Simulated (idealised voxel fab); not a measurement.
This section sets out a process module, namely voxel released beams.
Section shown: cut. Width: 230 nm. Cell size: 5 nm, square.
For the purposes of this document, a cross-section shall be understood as a grid of square cells, specified as bands listed in top-to-bottom order, each band consisting of one or more rows of cells.
A band entry consists of two parts. The first gives the height of the band's top and the height of its bottom, in nm. The rest lists the band's materials from left to right, each with its width in nm. A single material labelled with the word "edge to edge" fills the band from edge to edge, and the word "empty" marks empty space.
Heights are reckoned from 0. Under this level, the received wafer is all of one material. The bottommost band is open-ended downward, for example "0 down".
When a width is written as two numbers, as in "30 to 40", the first number is the width in the top row of cells of the band and the second is the width in its bottom row, and the width changes by the same amount from each row to the next.
Step marked "all unchanged"? Then no cell in the cross-section changed in it.
Empty spaces without an open route to the top, at least 8 cells in extent, make up the entry "Sealed void list"; each is given as width x height at distance, where the distance is measured from the left edge, and all are in nm.
It should be noted that, on the line of a given step, the content following the step's settings is a remark produced by the simulator itself with respect to that step.
overlay nm: how far to the right of its planned place the mask lay on this masked step (negative: to the left).

-- Set out below are the planned steps of the process
1,RECEIVE [material Si]
2,CONFORMAL_DEP [material SiN] [thk nm 5]
3,DIRECTIONAL_DEP [material SiO2] [thk nm 10]
4,PATTERN [tone open] [mask id ANCHOR] [material resist] [width nm 25] [thk nm 20] [overlay nm 0]
5,DIRECTIONAL_ETCH [etch materials SiO2] [depth nm 10]
6,STRIP [etch materials resist]
7,CONFORMAL_DEP [material polySi] [thk nm 10]
8,DIRECTIONAL_DEP [material aC] [thk nm 10]
9,PATTERN [tone cover] [mask id BEAM] [material resist] [width nm 95] [thk nm 30] [overlay nm 0]
10,DIRECTIONAL_ETCH [etch materials aC] [depth nm 10]
11,STRIP [etch materials resist]
12,DIRECTIONAL_ETCH [etch materials polySi] [depth nm 10]
13,STRIP [etch materials aC]
14,STRIP [etch materials SiO2]

-- Cross-section: wafer on arrival = after step 1
> 0 down | Si edge to edge
> Sealed void list: none

-- Below is the wafer in cross-section after the module was completed. It began from the starting point shown above and followed the plan shown above, except that one mistake was made while running it
> 25 to 15 | empty (65) | polySi (95) | empty (70)
> 15 to 10 | SiN edge to edge
> 10 to 0 | SiO2 edge to edge
> 0 down | Si edge to edge
> Sealed void list: none
The plan and the run diverged here: the processing plan was not followed for steps 2 and 3, which were run with their positions exchanged
